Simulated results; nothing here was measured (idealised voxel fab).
process module | voxel released beams
The cross-section on display is named cut; it measures 200 nm wide, and its cells are 5 nm squares.
How to read a cross-section here: the picture is a grid of square cells, written as bands going from the top down, and any band can span one or more rows of cells. Per band: top height and bottom height in nm, followed by the left-to-right materials and their widths in nm; "everywhere" marks a single material spanning edge to edge, "blank" marks empty space. The level at which height equals 0 is the one under which the wafer, as it arrives, is entirely one material. No lower edge exists for the bottom band, which continues downward and is notated as in "0 nm and below". Width: "30 to 40" (first number = top row, second number = bottom row, same change from row to row of cells). Reading "nothing was modified" for a step: not a cell of the cross-section changed in it. Entry "Sealed void listing". Content: empty spaces with no open connection to the top, size 8 cells or greater. Each: width x height at distance. Distance: from left edge. Unit: nm. after a step's settings: what the simulator itself notes on the step. On any step carrying a mask, the "overlay nm" setting, if present on the step's line, tells how far right of its planned place the mask lay; negative values point to the left.

**Process steps (planned)**
1. RECEIVE (material Si)
2. CONFORMAL_DEP (material SiN; thk nm 5)
3. DIRECTIONAL_DEP (material SiO2; thk nm 20)
4. MASKED_ETCH (tone open; mask id ANCHOR; width nm 35; etch materials SiO2; depth nm 20; overlay nm 0)
5. CONFORMAL_DEP (material TiN; thk nm 15)
6. DIRECTIONAL_DEP (material aC; thk nm 15)
7. PATTERN (tone cover; mask id BEAM; material resist; width nm 90; thk nm 30; overlay nm 0)
8. DIRECTIONAL_ETCH (etch materials aC; depth nm 15)
9. STRIP (etch materials resist)
10. DIRECTIONAL_ETCH (etch materials TiN; depth nm 15)
11. STRIP (etch materials aC)
12. STRIP (etch materials SiO2)

**The first of a set of two wafers, run to plan**

**Wafer cross-section on receipt, i.e. after step 1**
  0 nm and below = Si everywhere
  Sealed void listing: none

**Upon completion of step 2, the wafer appears in cross-section as shown**
  5 nm to 0 nm = SiN everywhere
  For the remainder of the cross-section, below 0, there is no change.

**Upon completion of step 3, the wafer appears in cross-section as shown**
  25 nm to 5 nm = SiO2 everywhere
  For the remainder of the cross-section, below 5, there is no change.

**Upon completion of step 4, the wafer appears in cross-section as shown**
  25 nm to 5 nm = SiO2 (55), blank (35), SiO2 (110)
  For the remainder of the cross-section, below 5, there is no change.

**Upon completion of step 5, the wafer appears in cross-section as shown**
  40 nm to 25 nm = TiN (70), blank (5), TiN (125)
  25 nm to 20 nm = SiO2 (55), TiN (15), blank (5), TiN (15), SiO2 (110)
  20 nm to 5 nm = SiO2 (55), TiN (35), SiO2 (110)
  For the remainder of the cross-section, below 5, there is no change.

**Upon completion of step 6, the wafer appears in cross-section as shown**
  55 nm to 40 nm = aC (70), blank (5), aC (125)
  40 nm to 35 nm = TiN (70), blank (5), TiN (125)
  35 nm to 25 nm = TiN (70), aC (5), TiN (125)
  25 nm to 20 nm = SiO2 (55), TiN (15), aC (5), TiN (15), SiO2 (110)
  For the remainder of the cross-section, below 20, there is no change.

**Upon completion of step 7, the wafer appears in cross-section as shown**
  85 nm to 55 nm = blank (50), resist (90), blank (60)
  55 nm to 40 nm = aC (70), resist (5), aC (125)
  40 nm to 35 nm = TiN (70), resist (5), TiN (125)
  For the remainder of the cross-section, below 35, there is no change.

**Upon completion of step 8, the wafer appears in cross-section as shown**
  70 nm to 55 nm = blank (50), resist (90), blank (60)
  55 nm to 40 nm = blank (50), aC (20), resist (5), aC (65), blank (60)
  For the remainder of the cross-section, below 40, there is no change.

**Upon completion of step 9, the wafer appears in cross-section as shown**
  55 nm to 40 nm = blank (50), aC (20), blank (5), aC (65), blank (60)
  40 nm to 35 nm = TiN (70), blank (5), TiN (125)
  For the remainder of the cross-section, below 35, there is no change.

**Upon completion of step 10, the wafer appears in cross-section as shown**
  55 nm to 40 nm = blank (50), aC (20), blank (5), aC (65), blank (60)
  40 nm to 35 nm = blank (50), TiN (20), blank (5), TiN (65), blank (60)
  35 nm to 25 nm = blank (50), TiN (20), aC (5), TiN (65), blank (60)
  For the remainder of the cross-section, below 25, there is no change.

**Upon completion of step 11, the wafer appears in cross-section as shown**
  40 nm to 25 nm = blank (50), TiN (20), blank (5), TiN (65), blank (60)
  25 nm to 20 nm = SiO2 (55), TiN (15), blank (5), TiN (15), SiO2 (110)
  For the remainder of the cross-section, below 20, there is no change.

**Upon completion of step 12, the wafer appears in cross-section as shown**
  40 nm to 25 nm = blank (50), TiN (20), blank (5), TiN (65), blank (60)
  25 nm to 20 nm = blank (55), TiN (15), blank (5), TiN (15), blank (110)
  20 nm to 5 nm = blank (55), TiN (35), blank (110)
  For the remainder of the cross-section, below 5, there is no change.

**Second wafer - shared start and plan with the first - one error in running - same as the first up to step 4 inclusive**

**Second wafer cross-section, taken as of the time the plan sets for step 5 to be done**
  30 nm to 25 nm = TiN (60), blank (25), TiN (115)
  25 nm to 10 nm = SiO2 (55), TiN (5), blank (25), TiN (5), SiO2 (110)
  10 nm to 5 nm = SiO2 (55), TiN (35), SiO2 (110)
  For the remainder of the cross-section, below 5, there is no change.

**Second wafer cross-section, taken as of the time the plan sets for step 6 to be done**
  45 nm to 30 nm = aC (60), blank (25), aC (115)
  30 nm to 25 nm = TiN (60), blank (25), TiN (115)
  25 nm to 10 nm = SiO2 (55), TiN (5), aC (25), TiN (5), SiO2 (110)
  For the remainder of the cross-section, below 10, there is no change.

**Second wafer cross-section, taken as of the time the plan sets for step 7 to be done**
  75 nm to 45 nm = blank (50), resist (90), blank (60)
  45 nm to 30 nm = aC (60), resist (25), aC (115)
  30 nm to 25 nm = TiN (60), resist (25), TiN (115)
  For the remainder of the cross-section, below 25, there is no change.

**Second wafer cross-section, taken as of the time the plan sets for step 8 to be done**
  60 nm to 45 nm = blank (50), resist (90), blank (60)
  45 nm to 30 nm = blank (50), aC (10), resist (25), aC (55), blank (60)
  For the remainder of the cross-section, below 30, there is no change.

**Second wafer cross-section, taken as of the time the plan sets for step 9 to be done**
  45 nm to 30 nm = blank (50), aC (10), blank (25), aC (55), blank (60)
  30 nm to 25 nm = TiN (60), blank (25), TiN (115)
  For the remainder of the cross-section, below 25, there is no change.

**Second wafer cross-section, taken as of the time the plan sets for step 10 to be done**
  45 nm to 30 nm = blank (50), aC (10), blank (25), aC (55), blank (60)
  30 nm to 25 nm = blank (50), TiN (10), blank (25), TiN (55), blank (60)
  For the remainder of the cross-section, below 25, there is no change.

**Second wafer cross-section, taken as of the time the plan sets for step 11 to be done**
  30 nm to 25 nm = blank (50), TiN (10), blank (25), TiN (55), blank (60)
  25 nm to 10 nm = SiO2 (55), TiN (5), blank (25), TiN (5), SiO2 (110)
  For the remainder of the cross-section, below 10, there is no change.

**Second wafer cross-section, taken as of the time the plan sets for step 12 to be done**
  30 nm to 25 nm = blank (50), TiN (10), blank (25), TiN (55), blank (60)
  25 nm to 10 nm = blank (55), TiN (5), blank (25), TiN (5), blank (110)
  10 nm to 5 nm = blank (55), TiN (35), blank (110)
  For the remainder of the cross-section, below 5, there is no change.
Diagnosis: note that step 5 departed from the planned setting and was carried out as CONFORMAL_DEP (material TiN; thk nm 5)
Wrapping up, a cell-based count of both wafers puts the second over or under the first for these materials: TiN: 52 fewer
